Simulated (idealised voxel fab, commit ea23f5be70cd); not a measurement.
Documented hereafter: the process module known as voxel self aligned vias.
This is section cut - it's 220 nm across, gridded in 5 nm square cells.
The cross-sections in this document take the form of a grid made of square cells. They are written out as bands, in order from top to bottom. Each band consists of one or more rows of cells.
Heights first: top, then bottom, in nm. Then materials, left to right, each with a width in nm. "all across" on a single material: fills the band edge to edge. "blank": empty space.
Convention: height 0 is the level below which the wafer, as received, is all one material. The lowest band does not terminate at the bottom but continues downward, represented as "0..down".
A width such as "30 to 40" changes by the same amount from each row of cells to the next, from the band's top row to its bottom row.
Given "everything unchanged" for a step, no cell of the cross-section differs between before and after that step.
So "Sealed void inventory" is basically the list of trapped voids: any empty space of 8 cells or more that can't reach the top through an opening. They're written width x height at distance, the distance being from the left edge, and it's all nm.
Step line, after settings: the simulator's comment on this step.
overlay nm: for a step with a mask, the amount by which the mask lay right of where it was planned; a negative amount means left of it.

Here's what the planned process steps look like
1 RECEIVE [material Si]
2 CONFORMAL_DEP [material SiO2] [thk nm 10]
3 CONFORMAL_DEP [material SiCN] [thk nm 5]
4 DIRECTIONAL_DEP [material lowk] [thk nm 20]
5 PATTERN [tone open] [mask id LINES] [material resist] [width nm 25] [pitch nm 70] [thk nm 15] [overlay nm 0]
6 DIRECTIONAL_ETCH [etch materials lowk] [depth nm 20]
7 STRIP [etch materials resist]
8 CONFORMAL_DEP [material TiN] [thk nm 5]
9 FILL_DEP [material W] [thk nm 5]
10 CMP [height nm 35]
11 SELECTIVE_ETCH [etch materials W Ru TiN] [depth nm 5]
12 FILL_DEP [material SiN] [thk nm 5]
13 CMP [height nm 35]
14 DIRECTIONAL_DEP [material lowk] [thk nm 20]
15 PATTERN [tone open] [mask id VIAS] [material resist] [width nm 45] [thk nm 20] [overlay nm 0]
16 DIRECTIONAL_ETCH [etch materials lowk] [depth nm 20]
17 DIRECTIONAL_ETCH [etch materials SiN] [depth nm 5]
18 STRIP [etch materials resist]
19 CONFORMAL_DEP [material TiN] [thk nm 5]
20 FILL_DEP [material W] [thk nm 5]
21 CMP [height nm 55]
22 CONFORMAL_DEP [material SiCN] [thk nm 5]

As received (post step 1): cross-section
0..down | Si all across
Sealed void inventory: none

Wafer cross-section at end of module: start and plan as shown above, one execution error
60..55 | SiCN all across
55..40 | 50 nm lowk; 5 nm TiN; 35 nm W; 5 nm TiN; 125 nm lowk
40..35 | 50 nm lowk; 45 nm TiN; 125 nm lowk
35..30 | SiCN all across
30..10 | lowk all across
10..0 | SiO2 all across
0..down | Si all across
Sealed void inventory: none
Heads up, the wafer didn't run the way we planned it: mixed up steps 3 and 4 - ran each in the other's place
